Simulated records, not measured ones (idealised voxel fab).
The following is a process module called voxel ribs on slabs.
Section shown: cut. Width: 210 nm. Cell size: 5 nm, square.
Cross-section spec: square-cell grid; bands listed top down; each band is one or more rows.
Top height, bottom height, nm. Materials left to right, width each, nm. Single material + "edge to edge" = fills band edge to edge. "empty" = empty.
Beneath 0, the wafer as received is one material, and that level is where height counting begins. The lowest band goes on downward without a bottom; it is written like "0 -> down".
Read "30->40" as a graded width: first number on top, second number at the bottom, same change between each pair of neighbouring rows.
"stayed the same" -> step changed no cross-section cell.
Enclosed voids (no open way to top), threshold 8 cells or more, entry "Enclosed void inventory", notation width x height at distance, distance from left edge, nm.
Post-settings text on a step line: simulator's own remark regarding the step.
overlay nm: on a step with a mask, how far right of its planned place the mask lay; negative means left.

**Steps planned for the process**
- 1: RECEIVE with material Si
- 2: DIRECTIONAL_DEP with material SiO2, thk nm 20
- 3: DIRECTIONAL_DEP with material polySi, thk nm 15
- 4: PATTERN with tone cover, mask id RIB, material resist, width nm 15, thk nm 15, overlay nm 0
- 5: DIRECTIONAL_ETCH with etch materials polySi, depth nm 10
- 6: STRIP with etch materials resist
- 7: MASKED_ETCH with tone cover, mask id SLAB, width nm 65, etch materials polySi, depth nm 5, overlay nm 0
- 8: FILL_DEP with material SiO2, thk nm 15
- 9: CMP with height nm 45
- 10: DIRECTIONAL_DEP with material W, thk nm 10
- 11: DIRECTIONAL_DEP with material aC, thk nm 10
- 12: PATTERN with tone cover, mask id HEATER, material resist, width nm 25, thk nm 25, overlay nm 0
- 13: DIRECTIONAL_ETCH with etch materials aC, depth nm 10
- 14: STRIP with etch materials resist
- 15: DIRECTIONAL_ETCH with etch materials W, depth nm 10
- 16: STRIP with etch materials aC
- 17: CONFORMAL_DEP with material SiN, thk nm 5

**On the first of the two wafers: run conducted according to plan**

**As received (post step 1): cross-section**
	0 -> down  Si edge to edge
	Enclosed void inventory: none

**After step 2, in cross-section**
	20 -> 0  SiO2 edge to edge
	Rest of section, below 0: as before.

**After step 3, in cross-section**
	35 -> 20  polySi edge to edge
	Rest of section, below 20: as before.

**After step 4, in cross-section**
	50 -> 35  empty (95) / resist (15) / empty (100)
	Rest of section, below 35: as before.

**After step 5, in cross-section**
	50 -> 35  empty (95) / resist (15) / empty (100)
	35 -> 25  empty (95) / polySi (15) / empty (100)
	Rest of section, below 25: as before.

**After step 6, in cross-section**
	35 -> 25  empty (95) / polySi (15) / empty (100)
	Rest of section, below 25: as before.

**After step 7, in cross-section**
	35 -> 25  empty (95) / polySi (15) / empty (100)
	25 -> 20  empty (70) / polySi (65) / empty (75)
	Rest of section, below 20: as before.

**After step 8, in cross-section**
	50 -> 35  SiO2 edge to edge
	35 -> 25  SiO2 (95) / polySi (15) / SiO2 (100)
	25 -> 20  SiO2 (70) / polySi (65) / SiO2 (75)
	Rest of section, below 20: as before.

**After step 9, in cross-section**
	45 -> 35  SiO2 edge to edge
	Rest of section, below 35: as before.

**After step 10, in cross-section**
	55 -> 45  W edge to edge
	Rest of section, below 45: as before.

**After step 11, in cross-section**
	65 -> 55  aC edge to edge
	Rest of section, below 55: as before.

**After step 12, in cross-section**
	90 -> 65  empty (90) / resist (25) / empty (95)
	Rest of section, below 65: as before.

**After step 13, in cross-section**
	80 -> 65  empty (90) / resist (25) / empty (95)
	65 -> 55  empty (90) / aC (25) / empty (95)
	Rest of section, below 55: as before.

**After step 14, in cross-section**
	65 -> 55  empty (90) / aC (25) / empty (95)
	Rest of section, below 55: as before.

**After step 15, in cross-section**
	65 -> 55  empty (90) / aC (25) / empty (95)
	55 -> 45  empty (90) / W (25) / empty (95)
	Rest of section, below 45: as before.

**After step 16, in cross-section**
	55 -> 45  empty (90) / W (25) / empty (95)
	Rest of section, below 45: as before.

**After step 17, in cross-section**
	60 -> 55  empty (85) / SiN (35) / empty (90)
	55 -> 50  empty (85) / SiN (5) / W (25) / SiN (5) / empty (90)
	50 -> 45  SiN (90) / W (25) / SiN (95)
	Rest of section, below 45: as before.

**What follows concerns the second wafer, which started out like the first and was meant to follow the very same plan; one mistake crept in when it was run, but everything up to and including step 1 is the same as for the first wafer**

**What the second wafer looks like in cross-section when step 2 should have wrapped up**
	15 -> 0  polySi edge to edge
	Rest of section, below 0: as before.

**What the second wafer looks like in cross-section when step 3 should have wrapped up**
	35 -> 15  SiO2 edge to edge
	Rest of section, below 15: as before.

**What the second wafer looks like in cross-section when step 4 should have wrapped up**
	50 -> 35  empty (95) / resist (15) / empty (100)
	Rest of section, below 35: as before.

What the second wafer looks like in cross-section when step 5 should have wrapped up: stayed the same

**What the second wafer looks like in cross-section when step 6 should have wrapped up**
	35 -> 15  SiO2 edge to edge
	Rest of section, below 15: as before.

What the second wafer looks like in cross-section when step 7 should have wrapped up: stayed the same

**What the second wafer looks like in cross-section when step 8 should have wrapped up**
	50 -> 15  SiO2 edge to edge
	Rest of section, below 15: as before.

**What the second wafer looks like in cross-section when step 9 should have wrapped up**
	45 -> 15  SiO2 edge to edge
	Rest of section, below 15: as before.

**What the second wafer looks like in cross-section when step 10 should have wrapped up**
	55 -> 45  W edge to edge
	Rest of section, below 45: as before.

**What the second wafer looks like in cross-section when step 11 should have wrapped up**
	65 -> 55  aC edge to edge
	Rest of section, below 55: as before.

**What the second wafer looks like in cross-section when step 12 should have wrapped up**
	90 -> 65  empty (90) / resist (25) / empty (95)
	Rest of section, below 65: as before.

**What the second wafer looks like in cross-section when step 13 should have wrapped up**
	80 -> 65  empty (90) / resist (25) / empty (95)
	65 -> 55  empty (90) / aC (25) / empty (95)
	Rest of section, below 55: as before.

**What the second wafer looks like in cross-section when step 14 should have wrapped up**
	65 -> 55  empty (90) / aC (25) / empty (95)
	Rest of section, below 55: as before.

**What the second wafer looks like in cross-section when step 15 should have wrapped up**
	65 -> 55  empty (90) / aC (25) / empty (95)
	55 -> 45  empty (90) / W (25) / empty (95)
	Rest of section, below 45: as before.

**What the second wafer looks like in cross-section when step 16 should have wrapped up**
	55 -> 45  empty (90) / W (25) / empty (95)
	Rest of section, below 45: as before.

**What the second wafer looks like in cross-section when step 17 should have wrapped up**
	60 -> 55  empty (85) / SiN (35) / empty (90)
	55 -> 50  empty (85) / SiN (5) / W (25) / SiN (5) / empty (90)
	50 -> 45  SiN (90) / W (25) / SiN (95)
	Rest of section, below 45: as before.
Misprocessing identified: steps 2 and 3 of the plan were each performed in the slot designated for the other
Final wafer comparison in cells, second versus first, more or fewer per material: SiO2: 107 fewer | polySi: 107 more
